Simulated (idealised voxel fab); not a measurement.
Title: Process Module voxel tone inversion
It is cross-section cut that appears here, measuring 255 nm in width, its square cells being 5 nm in size.
Cross-section, as written here: a square-cell grid given band by band from the top down, where a band holds one or more rows of cells.
Top, bottom (nm), then materials left to right with widths (nm); lone material tagged "edge to edge" fills the whole band edge to edge; "air" = empty space.
Height datum 0, below which the as-received substrate wafer is one material. Lowest band open at the bottom, running downward: "z 0 and below".
A two-number width, for instance "30 to 40", indicates that the width is equal to the first number in the top row of the band and to the second number in the bottom row, and that it changes by a constant amount per row of cells.
The cross-section has no changed cell in any step marked "same as before".
Under "Sealed-off cavities" you'll find the enclosed gaps, the ones with no way out to the top, that are 8 cells or bigger; each reads width x height at distance, with distance counted from the left edge, everything in nm.
after a step's settings: what the simulator itself notes on the step
overlay nm: mask right of planned place by this much (step with mask). Neg. = left.
Set out below are the planned steps of the process
1) RECEIVE | material Si
2) CONFORMAL_DEP | material SiN | thk nm 10
3) DIRECTIONAL_DEP | material polySi | thk nm 25
4) PATTERN | tone cover | mask id POSTS | material resist | width nm 25 | pitch nm 40 | thk nm 30 | overlay nm 0
5) DIRECTIONAL_ETCH | etch materials polySi | depth nm 25
6) STRIP | etch materials resist
7) FILL_DEP | material lowk | thk nm 5
8) CMP | height nm 35
9) STRIP | etch materials polySi
10) CONFORMAL_DEP | material TiN | thk nm 5
11) FILL_DEP | material Cu | thk nm 10
12) CMP | height nm 35
13) CONFORMAL_DEP | material SiCN | thk nm 5
The first of the two wafers, which ran as planned
Received-state cross-section, reflecting completion of step 1
    z 0 and below  Si edge to edge
    Sealed-off cavities: none
Cross-section of the wafer subsequent to step 2
    z 10 to 0  SiN edge to edge
    Beneath the level 0, the cross-section is identical to its previous state.
Cross-section of the wafer subsequent to step 3
    z 35 to 10  polySi edge to edge
    Beneath the level 10, the cross-section is identical to its previous state.
Cross-section of the wafer subsequent to step 4
    z 65 to 35  air: 95 | resist: 25 | air: 15 | resist: 25 | air: 95
    Beneath the level 35, the cross-section is identical to its previous state.
Cross-section of the wafer subsequent to step 5
    z 65 to 35  air: 95 | resist: 25 | air: 15 | resist: 25 | air: 95
    z 35 to 10  air: 95 | polySi: 25 | air: 15 | polySi: 25 | air: 95
    Beneath the level 10, the cross-section is identical to its previous state.
Cross-section of the wafer subsequent to step 6
    z 35 to 10  air: 95 | polySi: 25 | air: 15 | polySi: 25 | air: 95
    Beneath the level 10, the cross-section is identical to its previous state.
Cross-section of the wafer subsequent to step 7
    z 40 to 35  lowk edge to edge
    z 35 to 10  lowk: 95 | polySi: 25 | lowk: 15 | polySi: 25 | lowk: 95
    Beneath the level 10, the cross-section is identical to its previous state.
Cross-section of the wafer subsequent to step 8
    z 35 to 10  lowk: 95 | polySi: 25 | lowk: 15 | polySi: 25 | lowk: 95
    Beneath the level 10, the cross-section is identical to its previous state.
Cross-section of the wafer subsequent to step 9
    z 35 to 10  lowk: 95 | air: 25 | lowk: 15 | air: 25 | lowk: 95
    Beneath the level 10, the cross-section is identical to its previous state.
Cross-section of the wafer subsequent to step 10
    z 40 to 35  TiN: 100 | air: 15 | TiN: 25 | air: 15 | TiN: 100
    z 35 to 15  lowk: 95 | TiN: 5 | air: 15 | TiN: 5 | lowk: 15 | TiN: 5 | air: 15 | TiN: 5 | lowk: 95
    z 15 to 10  lowk: 95 | TiN: 25 | lowk: 15 | TiN: 25 | lowk: 95
    Beneath the level 10, the cross-section is identical to its previous state.
Cross-section of the wafer subsequent to step 11
    z 50 to 40  Cu edge to edge
    z 40 to 35  TiN: 100 | Cu: 15 | TiN: 25 | Cu: 15 | TiN: 100
    z 35 to 15  lowk: 95 | TiN: 5 | Cu: 15 | TiN: 5 | lowk: 15 | TiN: 5 | Cu: 15 | TiN: 5 | lowk: 95
    Beneath the level 15, the cross-section is identical to its previous state.
Cross-section of the wafer subsequent to step 12
    z 35 to 15  lowk: 95 | TiN: 5 | Cu: 15 | TiN: 5 | lowk: 15 | TiN: 5 | Cu: 15 | TiN: 5 | lowk: 95
    Beneath the level 15, the cross-section is identical to its previous state.
Cross-section of the wafer subsequent to step 13
    z 40 to 35  SiCN edge to edge
    Beneath the level 35, the cross-section is identical to its previous state.
It is to be noted that the second wafer proceeded from the same initial state and according to the same plan as the first, although one mistake was committed in its execution; through step 4, inclusive, the two wafers share an identical history
X-section, second wafer, when step 5 was due to finish
    z 65 to 35  air: 95 | resist: 25 | air: 15 | resist: 25 | air: 95
    z 35 to 10  air: 95 | polySi: 25 | air: 15 | polySi: 25 | air: 95
    Beneath the level 10, the cross-section is identical to its previous state.
X-section, second wafer, when step 6 was due to finish
    z 35 to 10  air: 95 | polySi: 25 | air: 15 | polySi: 25 | air: 95
    Beneath the level 10, the cross-section is identical to its previous state.
X-section, second wafer, when step 7 was due to finish
    z 40 to 35  lowk edge to edge
    z 35 to 10  lowk: 95 | polySi: 25 | lowk: 15 | polySi: 25 | lowk: 95
    Beneath the level 10, the cross-section is identical to its previous state.
X-section, second wafer, when step 8 was due to finish
    z 35 to 10  lowk: 95 | polySi: 25 | lowk: 15 | polySi: 25 | lowk: 95
    Beneath the level 10, the cross-section is identical to its previous state.
X-section, second wafer, when step 9 was due to finish
    z 35 to 10  lowk: 95 | air: 25 | lowk: 15 | air: 25 | lowk: 95
    Beneath the level 10, the cross-section is identical to its previous state.
X-section, second wafer, when step 10 was due to finish
    z 40 to 35  TiN: 100 | air: 15 | TiN: 25 | air: 15 | TiN: 100
    z 35 to 15  lowk: 95 | TiN: 5 | air: 15 | TiN: 5 | lowk: 15 | TiN: 5 | air: 15 | TiN: 5 | lowk: 95
    z 15 to 10  lowk: 95 | TiN: 25 | lowk: 15 | TiN: 25 | lowk: 95
    Beneath the level 10, the cross-section is identical to its previous state.
X-section, second wafer, when step 11 was due to finish
    z 50 to 40  Cu edge to edge
    z 40 to 35  TiN: 100 | Cu: 15 | TiN: 25 | Cu: 15 | TiN: 100
    z 35 to 15  lowk: 95 | TiN: 5 | Cu: 15 | TiN: 5 | lowk: 15 | TiN: 5 | Cu: 15 | TiN: 5 | lowk: 95
    Beneath the level 15, the cross-section is identical to its previous state.
X-section, second wafer, when step 12 was due to finish
    z 35 to 15  lowk: 95 | TiN: 5 | Cu: 15 | TiN: 5 | lowk: 15 | TiN: 5 | Cu: 15 | TiN: 5 | lowk: 95
    Beneath the level 15, the cross-section is identical to its previous state.
X-section, second wafer, when step 13 was due to finish
    z 40 to 35  SiCN edge to edge
    Beneath the level 35, the cross-section is identical to its previous state.
Error vs. plan: twice, step 5 of the plan was run
at the end the two cross-sections are the same: no effect in what this model computes
